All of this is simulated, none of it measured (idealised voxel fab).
This section sets out a process module, namely voxel capacitor over wiring.
Each square cell in cross-section cut measures 5 nm, and the section as a whole is 170 nm wide.
How to read a cross-section here: the picture is a grid of square cells, written as bands going from the top down, and any band can span one or more rows of cells.
Within each band entry, the heights of the top and of the bottom of the band appear first, in that order and in nm; the materials of the band then follow from left to right, each with its corresponding width in nm. The designation "edge to edge" on a single material indicates that it fills the band from edge to edge; the designation "blank" indicates empty space.
A quick word on heights: they are counted from 0, and under that level the wafer as it came to us is one material throughout. The lowest band is different from the rest in having no bottom; it simply continues downward, written as in "0 down".
Width spec "30..40" -> top row of cells at first value, bottom row at second value, equal per-row change in between.
When a step is marked "no modifications", none of the cells in the cross-section changed during that step.
"Unvented voids" contains a list of empty spaces, each no smaller than 8 cells and without an open way to the top, written in the form width x height at distance with the distance from the left edge and all three in nm.
Where a step's line continues beyond its settings, the continuation is a remark by the simulator itself on that step.
overlay nm, on a step with a mask: how far to the right of its planned place the mask lay; to the left if negative

The steps planned for the process are as follows
step 1: RECEIVE (material Si)
step 2: CONFORMAL_DEP (material SiO2; thk nm 10)
step 3: CONFORMAL_DEP (material SiN; thk nm 5)
step 4: DIRECTIONAL_DEP (material lowk; thk nm 20)
step 5: PATTERN (tone open; mask id METAL_1; material resist; width nm 25; pitch nm 90; thk nm 20; overlay nm 0)
step 6: DIRECTIONAL_ETCH (etch materials lowk; depth nm 20)
step 7: DIRECTIONAL_ETCH (etch materials SiN; depth nm 5)
step 8: STRIP (etch materials resist)
step 9: CONFORMAL_DEP (material TiN; thk nm 5)
step 10: FILL_DEP (material Ru; thk nm 5)
step 11: CMP (height nm 35)
step 12: CONFORMAL_DEP (material SiCN; thk nm 5)
step 13: DIRECTIONAL_DEP (material lowk; thk nm 20)
step 14: MASKED_ETCH (tone open; mask id PLUG_1; width nm 15; etch materials lowk; depth nm 20; overlay nm 0)
step 15: MASKED_ETCH (tone open; mask id PLUG_1; width nm 15; etch materials SiCN; depth nm 5; overlay nm 0)
step 16: CONFORMAL_DEP (material TiN; thk nm 5)
step 17: FILL_DEP (material Ru; thk nm 5)
step 18: CMP (height nm 60)
step 19: DIRECTIONAL_DEP (material TiN; thk nm 5)
step 20: DIRECTIONAL_DEP (material SiN; thk nm 5)
step 21: DIRECTIONAL_DEP (material TiN; thk nm 10)
step 22: MASKED_ETCH (tone cover; mask id UPPER_PLATE; width nm 70; etch materials TiN; depth nm 10; overlay nm 0)
step 23: MASKED_ETCH (tone cover; mask id UPPER_PLATE; width nm 70; etch materials SiN; depth nm 5; overlay nm 0)
step 24: MASKED_ETCH (tone cover; mask id LOWER_PLATE; width nm 80; etch materials TiN; depth nm 5; overlay nm 0)
step 25: FILL_DEP (material SiO2; thk nm 20)
step 26: CMP (height nm 95)
step 27: PATTERN (tone open; mask id PLUG_2; material resist; width nm 15; thk nm 15; overlay nm 0)
step 28: DIRECTIONAL_ETCH (etch materials SiO2; depth nm 15)
step 29: STRIP (etch materials resist)
step 30: CONFORMAL_DEP (material TiN; thk nm 5)
step 31: FILL_DEP (material Ru; thk nm 5)
step 32: CMP (height nm 95)
step 33: CONFORMAL_DEP (material SiCN; thk nm 5)

Run as planned: first of two wafers

Here's what the wafer looked like in cross-section when it arrived - that's after step 1
* 0 down = Si edge to edge
* Unvented voids: none

Cross-section: wafer state after step 2
* 10 to 0 = SiO2 edge to edge
* Under the height 0 nothing was changed.

Cross-section: wafer state after step 3
* 15 to 10 = SiN edge to edge
* Under the height 10 nothing was changed.

Cross-section: wafer state after step 4
* 35 to 15 = lowk edge to edge
* Under the height 15 nothing was changed.

Cross-section: wafer state after step 5
* 55 to 35 = resist (25); blank (25); resist (65); blank (25); resist (30)
* Under the height 35 nothing was changed.

Cross-section: wafer state after step 6
* 55 to 35 = resist (25); blank (25); resist (65); blank (25); resist (30)
* 35 to 15 = lowk (25); blank (25); lowk (65); blank (25); lowk (30)
* Under the height 15 nothing was changed.

Cross-section: wafer state after step 7
* 55 to 35 = resist (25); blank (25); resist (65); blank (25); resist (30)
* 35 to 15 = lowk (25); blank (25); lowk (65); blank (25); lowk (30)
* 15 to 10 = SiN (25); blank (25); SiN (65); blank (25); SiN (30)
* Under the height 10 nothing was changed.

Cross-section: wafer state after step 8
* 35 to 15 = lowk (25); blank (25); lowk (65); blank (25); lowk (30)
* Under the height 15 nothing was changed.

Cross-section: wafer state after step 9
* 40 to 35 = TiN (30); blank (15); TiN (75); blank (15); TiN (35)
* 35 to 15 = lowk (25); TiN (5); blank (15); TiN (5); lowk (65); TiN (5); blank (15); TiN (5); lowk (30)
* 15 to 10 = SiN (25); TiN (25); SiN (65); TiN (25); SiN (30)
* Under the height 10 nothing was changed.

Cross-section: wafer state after step 10
* 45 to 40 = Ru edge to edge
* 40 to 35 = TiN (30); Ru (15); TiN (75); Ru (15); TiN (35)
* 35 to 15 = lowk (25); TiN (5); Ru (15); TiN (5); lowk (65); TiN (5); Ru (15); TiN (5); lowk (30)
* Under the height 15 nothing was changed.

Cross-section: wafer state after step 11
* 35 to 15 = lowk (25); TiN (5); Ru (15); TiN (5); lowk (65); TiN (5); Ru (15); TiN (5); lowk (30)
* Under the height 15 nothing was changed.

Cross-section: wafer state after step 12
* 40 to 35 = SiCN edge to edge
* Under the height 35 nothing was changed.

Cross-section: wafer state after step 13
* 60 to 40 = lowk edge to edge
* Under the height 40 nothing was changed.

Cross-section: wafer state after step 14
* 60 to 40 = lowk (35); blank (15); lowk (120)
* Under the height 40 nothing was changed.

Cross-section: wafer state after step 15
* 60 to 40 = lowk (35); blank (15); lowk (120)
* 40 to 35 = SiCN (35); blank (15); SiCN (120)
* Under the height 35 nothing was changed.

Cross-section: wafer state after step 16
* 65 to 60 = TiN (40); blank (5); TiN (125)
* 60 to 40 = lowk (35); TiN (5); blank (5); TiN (5); lowk (120)
* 40 to 35 = SiCN (35); TiN (15); SiCN (120)
* Under the height 35 nothing was changed.

Cross-section: wafer state after step 17
* 70 to 65 = Ru edge to edge
* 65 to 60 = TiN (40); Ru (5); TiN (125)
* 60 to 40 = lowk (35); TiN (5); Ru (5); TiN (5); lowk (120)
* Under the height 40 nothing was changed.

Cross-section: wafer state after step 18
* 60 to 40 = lowk (35); TiN (5); Ru (5); TiN (5); lowk (120)
* Under the height 40 nothing was changed.

Cross-section: wafer state after step 19
* 65 to 60 = TiN edge to edge
* Under the height 60 nothing was changed.

Cross-section: wafer state after step 20
* 70 to 65 = SiN edge to edge
* Under the height 65 nothing was changed.

Cross-section: wafer state after step 21
* 80 to 70 = TiN edge to edge
* Under the height 70 nothing was changed.

Cross-section: wafer state after step 22
* 80 to 70 = blank (35); TiN (70); blank (65)
* Under the height 70 nothing was changed.

Cross-section: wafer state after step 23
* 80 to 70 = blank (35); TiN (70); blank (65)
* 70 to 65 = blank (35); SiN (70); blank (65)
* Under the height 65 nothing was changed.

Cross-section: wafer state after step 24
* 80 to 70 = blank (35); TiN (70); blank (65)
* 70 to 65 = blank (35); SiN (70); blank (65)
* 65 to 60 = blank (30); TiN (80); blank (60)
* Under the height 60 nothing was changed.

Cross-section: wafer state after step 25
* 100 to 80 = SiO2 edge to edge
* 80 to 70 = SiO2 (35); TiN (70); SiO2 (65)
* 70 to 65 = SiO2 (35); SiN (70); SiO2 (65)
* 65 to 60 = SiO2 (30); TiN (80); SiO2 (60)
* Under the height 60 nothing was changed.

Cross-section: wafer state after step 26
* 95 to 80 = SiO2 edge to edge
* Under the height 80 nothing was changed.

Cross-section: wafer state after step 27
* 110 to 95 = resist (45); blank (15); resist (110)
* Under the height 95 nothing was changed.

Cross-section: wafer state after step 28
* 110 to 95 = resist (45); blank (15); resist (110)
* 95 to 80 = SiO2 (45); blank (15); SiO2 (110)
* Under the height 80 nothing was changed.

Cross-section: wafer state after step 29
* 95 to 80 = SiO2 (45); blank (15); SiO2 (110)
* Under the height 80 nothing was changed.

Cross-section: wafer state after step 30
* 100 to 95 = TiN (50); blank (5); TiN (115)
* 95 to 85 = SiO2 (45); TiN (5); blank (5); TiN (5); SiO2 (110)
* 85 to 80 = SiO2 (45); TiN (15); SiO2 (110)
* Under the height 80 nothing was changed.

Cross-section: wafer state after step 31
* 105 to 100 = Ru edge to edge
* 100 to 95 = TiN (50); Ru (5); TiN (115)
* 95 to 85 = SiO2 (45); TiN (5); Ru (5); TiN (5); SiO2 (110)
* Under the height 85 nothing was changed.

Cross-section: wafer state after step 32
* 95 to 85 = SiO2 (45); TiN (5); Ru (5); TiN (5); SiO2 (110)
* Under the height 85 nothing was changed.

Cross-section: wafer state after step 33
* 100 to 95 = SiCN edge to edge
* Under the height 95 nothing was changed.

The second wafer: identical to the first at the outset and in its planned sequence, differing only in that one mistake was made during processing; up to and including step 12, its path is the first wafer's path

Second wafer, sectioned view, at step 13's planned end time
* 60 to 35 = SiCN edge to edge
* Under the height 35 nothing was changed.

Second wafer, sectioned view, at step 14's planned end time: no modifications

Second wafer, sectioned view, at step 15's planned end time
* 60 to 55 = SiCN (35); blank (15); SiCN (120)
* Under the height 55 nothing was changed.

Second wafer, sectioned view, at step 16's planned end time
* 65 to 60 = TiN (40); blank (5); TiN (125)
* 60 to 55 = SiCN (35); TiN (15); SiCN (120)
* Under the height 55 nothing was changed.

Second wafer, sectioned view, at step 17's planned end time
* 70 to 65 = Ru edge to edge
* 65 to 60 = TiN (40); Ru (5); TiN (125)
* Under the height 60 nothing was changed.

Second wafer, sectioned view, at step 18's planned end time
* 60 to 55 = SiCN (35); TiN (15); SiCN (120)
* Under the height 55 nothing was changed.

Second wafer, sectioned view, at step 19's planned end time
* 65 to 60 = TiN edge to edge
* Under the height 60 nothing was changed.

Second wafer, sectioned view, at step 20's planned end time
* 70 to 65 = SiN edge to edge
* Under the height 65 nothing was changed.

Second wafer, sectioned view, at step 21's planned end time
* 80 to 70 = TiN edge to edge
* Under the height 70 nothing was changed.

Second wafer, sectioned view, at step 22's planned end time
* 80 to 70 = blank (35); TiN (70); blank (65)
* Under the height 70 nothing was changed.

Second wafer, sectioned view, at step 23's planned end time
* 80 to 70 = blank (35); TiN (70); blank (65)
* 70 to 65 = blank (35); SiN (70); blank (65)
* Under the height 65 nothing was changed.

Second wafer, sectioned view, at step 24's planned end time
* 80 to 70 = blank (35); TiN (70); blank (65)
* 70 to 65 = blank (35); SiN (70); blank (65)
* 65 to 60 = blank (30); TiN (80); blank (60)
* Under the height 60 nothing was changed.

Second wafer, sectioned view, at step 25's planned end time
* 100 to 80 = SiO2 edge to edge
* 80 to 70 = SiO2 (35); TiN (70); SiO2 (65)
* 70 to 65 = SiO2 (35); SiN (70); SiO2 (65)
* 65 to 60 = SiO2 (30); TiN (80); SiO2 (60)
* Under the height 60 nothing was changed.

Second wafer, sectioned view, at step 26's planned end time
* 95 to 80 = SiO2 edge to edge
* Under the height 80 nothing was changed.

Second wafer, sectioned view, at step 27's planned end time
* 110 to 95 = resist (45); blank (15); resist (110)
* Under the height 95 nothing was changed.

Second wafer, sectioned view, at step 28's planned end time
* 110 to 95 = resist (45); blank (15); resist (110)
* 95 to 80 = SiO2 (45); blank (15); SiO2 (110)
* Under the height 80 nothing was changed.

Second wafer, sectioned view, at step 29's planned end time
* 95 to 80 = SiO2 (45); blank (15); SiO2 (110)
* Under the height 80 nothing was changed.

Second wafer, sectioned view, at step 30's planned end time
* 100 to 95 = TiN (50); blank (5); TiN (115)
* 95 to 85 = SiO2 (45); TiN (5); blank (5); TiN (5); SiO2 (110)
* 85 to 80 = SiO2 (45); TiN (15); SiO2 (110)
* Under the height 80 nothing was changed.

Second wafer, sectioned view, at step 31's planned end time
* 105 to 100 = Ru edge to edge
* 100 to 95 = TiN (50); Ru (5); TiN (115)
* 95 to 85 = SiO2 (45); TiN (5); Ru (5); TiN (5); SiO2 (110)
* Under the height 85 nothing was changed.

Second wafer, sectioned view, at step 32's planned end time
* 95 to 85 = SiO2 (45); TiN (5); Ru (5); TiN (5); SiO2 (110)
* Under the height 85 nothing was changed.

Second wafer, sectioned view, at step 33's planned end time
* 100 to 95 = SiCN edge to edge
* Under the height 95 nothing was changed.
Run error: step 13 was not run as planned; what actually ran was DIRECTIONAL_DEP (material SiCN; thk nm 20)
Count the cells at the end and the second wafer has more or fewer of some materials than the first: -4 Ru; +136 SiCN; -8 TiN; -124 lowk
